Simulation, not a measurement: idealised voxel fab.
The document below concerns the process module designated voxel capacitor over wiring.
Square cells of 5 nm make up the cross-section cut, whose width is 185 nm.
Cross-section spec: square-cell grid; bands listed top down; each band is one or more rows.
Band entry format. Leading values: height of top, height of bottom, nm. Remainder: materials in left-to-right order, each with its width in nm. Special words: "throughout" on a single material, which then fills the band edge to edge; "air", empty space.
Convention: height 0 is the level below which the wafer, as received, is all one material. The lowest band does not terminate at the bottom but continues downward, represented as "from 0 down".
Per-row width for "30->40": begins at first number (top row of band), ends at second number (bottom row), increment between rows held constant.
You'll sometimes find "nothing got changed" written for a step, and that's the way of saying that nowhere in the cross-section did a cell change during that step.
Heads up: "Closed void entries" only lists the empty pockets with no open path to the top that are 8 cells or more, and it writes them as width x height at distance, distance from the left edge, in nm.
If you see something after the settings on a step's line, that's the simulator's own remark about that step.
overlay nm: mask offset rightward from planned place, masked step; negative means leftward offset.

**These are the steps we planned for the process**
- 1: RECEIVE (material Si)
- 2: CONFORMAL_DEP (material SiO2; thk nm 10)
- 3: CONFORMAL_DEP (material SiCN; thk nm 5)
- 4: DIRECTIONAL_DEP (material lowk; thk nm 15)
- 5: MASKED_ETCH (tone open; mask id METAL_1; width nm 30; pitch nm 85; etch materials lowk; depth nm 15; overlay nm 0)
- 6: MASKED_ETCH (tone open; mask id METAL_1; width nm 30; pitch nm 85; etch materials SiCN; depth nm 5; overlay nm 0)
- 7: CONFORMAL_DEP (material TiN; thk nm 5)
- 8: FILL_DEP (material Cu; thk nm 5)
- 9: CMP (height nm 30)
- 10: CONFORMAL_DEP (material SiCN; thk nm 5)
- 11: DIRECTIONAL_DEP (material SiO2; thk nm 10)
- 12: PATTERN (tone open; mask id PLUG_1; material resist; width nm 15; thk nm 20; overlay nm 0)
- 13: DIRECTIONAL_ETCH (etch materials SiO2; depth nm 10)
- 14: DIRECTIONAL_ETCH (etch materials SiCN; depth nm 5)
- 15: STRIP (etch materials resist)
- 16: CONFORMAL_DEP (material TiN; thk nm 5)
- 17: FILL_DEP (material Cu; thk nm 5)
- 18: CMP (height nm 45)
- 19: DIRECTIONAL_DEP (material TiN; thk nm 5)
- 20: DIRECTIONAL_DEP (material SiN; thk nm 5)
- 21: DIRECTIONAL_DEP (material TiN; thk nm 5)
- 22: PATTERN (tone cover; mask id UPPER_PLATE; material resist; width nm 60; thk nm 20; overlay nm 0)
- 23: DIRECTIONAL_ETCH (etch materials TiN; depth nm 5)
- 24: DIRECTIONAL_ETCH (etch materials SiN; depth nm 5)
- 25: STRIP (etch materials resist)
- 26: PATTERN (tone cover; mask id LOWER_PLATE; material resist; width nm 70; thk nm 20; overlay nm 0)
- 27: DIRECTIONAL_ETCH (etch materials TiN; depth nm 5)
- 28: STRIP (etch materials resist)
- 29: FILL_DEP (material SiO2; thk nm 20)
- 30: CMP (height nm 75)
- 31: MASKED_ETCH (tone open; mask id PLUG_2; width nm 15; etch materials SiO2; depth nm 15; overlay nm 0)
- 32: CONFORMAL_DEP (material TiN; thk nm 5)
- 33: FILL_DEP (material Ru; thk nm 5)
- 34: CMP (height nm 75)
- 35: CONFORMAL_DEP (material SiCN; thk nm 5)

**Here's what the wafer looked like in cross-section when it arrived - that's after step 1**
  from 0 down  Si throughout
  Closed void entries: none

**Module complete, cross-section. Starting point and plan per above. One mistake made in running the module**
  from 80 to 75  SiCN throughout
  from 75 to 65  SiO2=60 | TiN=5 | Ru=5 | TiN=5 | SiO2=110
  from 65 to 55  SiO2=60->50 | TiN=15->60 | SiO2=110->75
  from 55 to 50  SiO2=50 | SiN=60 | SiO2=75
  from 50 to 45  SiO2=45 | TiN=70 | SiO2=70
  from 45 to 35  SiO2=50 | TiN=5 | Cu=5 | TiN=5 | SiO2=120
  from 35 to 30  SiCN=50 | TiN=15 | SiCN=120
  from 30 to 15  lowk=35 | TiN=5 | SiO2=20 | TiN=5 | lowk=55 | TiN=5 | SiO2=20 | TiN=5 | lowk=35
  from 15 to 10  SiCN=35 | TiN=30 | SiCN=55 | TiN=30 | SiCN=35
  from 10 to 0  SiO2 throughout
  from 0 down  Si throughout
  Closed void entries: none
The plan and the run diverged here: heads up, step 8 didn't go per plan, it actually ran as FILL_DEP (material SiO2; thk nm 5)
